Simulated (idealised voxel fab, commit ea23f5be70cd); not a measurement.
Process module name: voxel double patterning
Xsec cut, 160 nm wide, square cell size 5 nm.
Bands, listed from the top down, are how a cross-section gets written in this document; the cross-section itself is a grid of square cells, and a band is one or more rows of them.
What a band's entry tells you: where the top is and where the bottom is, as heights in nm, and after that what lies inside, material by material from left to right, each with its width in nm. Empty space is written as the word "empty", and a single material marked with the word "everywhere" occupies the band from edge to edge.
Below 0: as-received wafer, all one material; heights counted from there. Lowest band: no bottom, goes on down, written "top 0, no bottom".
You'd read "30->40" like this: the band's top row of cells is as wide as the first number, its bottom row is as wide as the second, and going down, every row changes width by the same amount as the row before did.
"no change occurred" after a step means that no cell of the cross-section changed.
Empty spaces without an open route to the top, at least 8 cells in extent, make up the entry "Voids, enclosed"; each is given as width x height at distance, where the distance is measured from the left edge, and all are in nm.
Step line, after settings: the simulator's comment on this step.
You can add "overlay nm" to a step's line. For a step with a mask, it describes how far the mask lay to the right of its planned position, and a negative number describes a lay to the left.
PROCESS STEPS - PLAN
1: RECEIVE,material Si
2: CONFORMAL_DEP,material SiO2,thk nm 10
3: DIRECTIONAL_DEP,material W,thk nm 10
4: DIRECTIONAL_DEP,material SiCN,thk nm 5
5: MASKED_ETCH,tone open,mask id FIRST,width nm 15,pitch nm 50,etch materials SiCN,depth nm 5,overlay nm 0
6: MASKED_ETCH,tone open,mask id SECOND,width nm 15,pitch nm 50,etch materials SiCN,depth nm 5,overlay nm 0
7: DIRECTIONAL_ETCH,etch materials W,depth nm 20
8: STRIP,etch materials SiCN
For clarity, it should be stated that the wafers under discussion commence in an identical condition and differ with respect to the thk nm of step 3, the plan indicating the value that the first wafer had.
CROSS-SECTION OF THE FIRST INCOMING WAFER OF SEVERAL, STATE AFTER STEP 1
* top 0, no bottom | Si everywhere
* Voids, enclosed: none
AT THE END OF THE MODULE, AFTER ITS LAST STEP, STEP 8, THE FIRST OF SEVERAL WAFERS APPEARS IN CROSS-SECTION AS FOLLOWS
* top 20, bottom 10 | 20 W, 15 empty, 10 W, 15 empty, 10 W, 15 empty, 10 W, 15 empty, 10 W, 15 empty, 25 W
* top 10, bottom 0 | SiO2 everywhere
* top 0, no bottom | Si everywhere
* Voids, enclosed: none
THE LAST WAFER AS SEEN IN CROSS-SECTION AT THE END OF THE MODULE
* top 45, bottom 25 | 20 W, 15 empty, 10 W, 15 empty, 10 W, 15 empty, 10 W, 15 empty, 10 W, 15 empty, 25 W
* top 25, bottom 10 | W everywhere
* top 10, bottom 0 | SiO2 everywhere
* top 0, no bottom | Si everywhere
* Voids, enclosed: none
PER WAFER (ROW), END OF MODULE: DELTA IN CELLS PER MATERIAL SINCE RECEIPT, (+) FOR GAINED, (-) FOR LOST; CLOSED VOIDS AFTER THAT
thk nm 10 | +64 SiO2 | +34 W | Voids, enclosed: none
thk nm 15 | +64 SiO2 | +51 W | Voids, enclosed: none
thk nm 20 | +64 SiO2 | +68 W | Voids, enclosed: none
thk nm 25 | +64 SiO2 | +100 W | Voids, enclosed: none
thk nm 30 | +64 SiO2 | +132 W | Voids, enclosed: none
thk nm 35 | +64 SiO2 | +164 W | Voids, enclosed: none
